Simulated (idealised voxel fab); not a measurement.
process module | voxel lift off
cross-section cut | 265 nm wide | cells 5 nm
A cross-section is a grid of square cells, given in bands from the top down. A band is one or more rows of cells.
Each band's line starts with the height of the band's top and of its bottom, in nm. Then come its materials from left to right, each with its width in nm. One material with "throughout" fills the band from edge to edge. "air" is empty space.
Height 0 is the level under which the wafer as received is all one material. The lowest band goes on downwards, as in "0 down".
A width such as "30 to 40" changes by the same amount from each row of cells to the next, from the band's top row to its bottom row.
"no change" after a step means that no cell of the cross-section changed.
closed voids: empty space of 8 cells or more with no open way to the top, each as width x height at its distance from the left edge, in nm
after a step's settings: what the simulator itself notes on the step
overlay nm, on a step with a mask: how far to the right of its planned place the mask lay; to the left if negative
plan
1 op RECEIVE | material Si
2 op CONFORMAL_DEP | material SiO2 | thk nm 5
3 op PATTERN | tone open | mask id LINES | material resist | width nm 30 | pitch nm 50 | thk nm 25 | overlay nm 0
4 op DIRECTIONAL_DEP | material Ru | thk nm 15
5 op STRIP | etch materials resist
6 op CONFORMAL_DEP | material SiN | thk nm 5
first wafer, as planned
as received, after step 1
  0 down: Si throughout
  closed voids: none
after step 2
  5 to 0: SiO2 throughout
  below 0: unchanged
after step 3
  30 to 5: resist 65 | air 30 | resist 20 | air 30 | resist 20 | air 30 | resist 70
  below 5: unchanged
after step 4
  45 to 30: Ru 65 | air 30 | Ru 20 | air 30 | Ru 20 | air 30 | Ru 70
  30 to 20: resist 65 | air 30 | resist 20 | air 30 | resist 20 | air 30 | resist 70
  20 to 5: resist 65 | Ru 30 | resist 20 | Ru 30 | resist 20 | Ru 30 | resist 70
  below 5: unchanged
after step 5
  20 to 5: air 65 | Ru 30 | air 20 | Ru 30 | air 20 | Ru 30 | air 70
  below 5: unchanged
after step 6
  25 to 20: air 60 | SiN 40 | air 10 | SiN 40 | air 10 | SiN 40 | air 65
  20 to 10: air 60 | SiN 5 | Ru 30 | SiN 5 | air 10 | SiN 5 | Ru 30 | SiN 5 | air 10 | SiN 5 | Ru 30 | SiN 5 | air 65
  10 to 5: SiN 65 | Ru 30 | SiN 20 | Ru 30 | SiN 20 | Ru 30 | SiN 70
  below 5: unchanged
second wafer: like start, like plan, one mistake. Through step 2 it matches the first wafer
when step 3 should have ended
  30 to 5: air 65 | resist 30 | air 20 | resist 30 | air 20 | resist 30 | air 70
  below 5: unchanged
when step 4 should have ended
  45 to 30: air 65 | Ru 30 | air 20 | Ru 30 | air 20 | Ru 30 | air 70
  30 to 20: air 65 | resist 30 | air 20 | resist 30 | air 20 | resist 30 | air 70
  20 to 5: Ru 65 | resist 30 | Ru 20 | resist 30 | Ru 20 | resist 30 | Ru 70
  below 5: unchanged
when step 5 should have ended
  20 to 5: Ru 65 | air 30 | Ru 20 | air 30 | Ru 20 | air 30 | Ru 70
  below 5: unchanged
when step 6 should have ended
  25 to 20: SiN 70 | air 20 | SiN 30 | air 20 | SiN 30 | air 20 | SiN 75
  20 to 10: Ru 65 | SiN 5 | air 20 | SiN 5 | Ru 20 | SiN 5 | air 20 | SiN 5 | Ru 20 | SiN 5 | air 20 | SiN 5 | Ru 70
  10 to 5: Ru 65 | SiN 30 | Ru 20 | SiN 30 | Ru 20 | SiN 30 | Ru 70
  below 5: unchanged
what went wrong: step 3 ran as: op PATTERN | tone cover | mask id LINES | material resist | width nm 30 | pitch nm 50 | thk nm 25 | overlay nm 0
at the end the second wafer has, in cells: 51 more of Ru
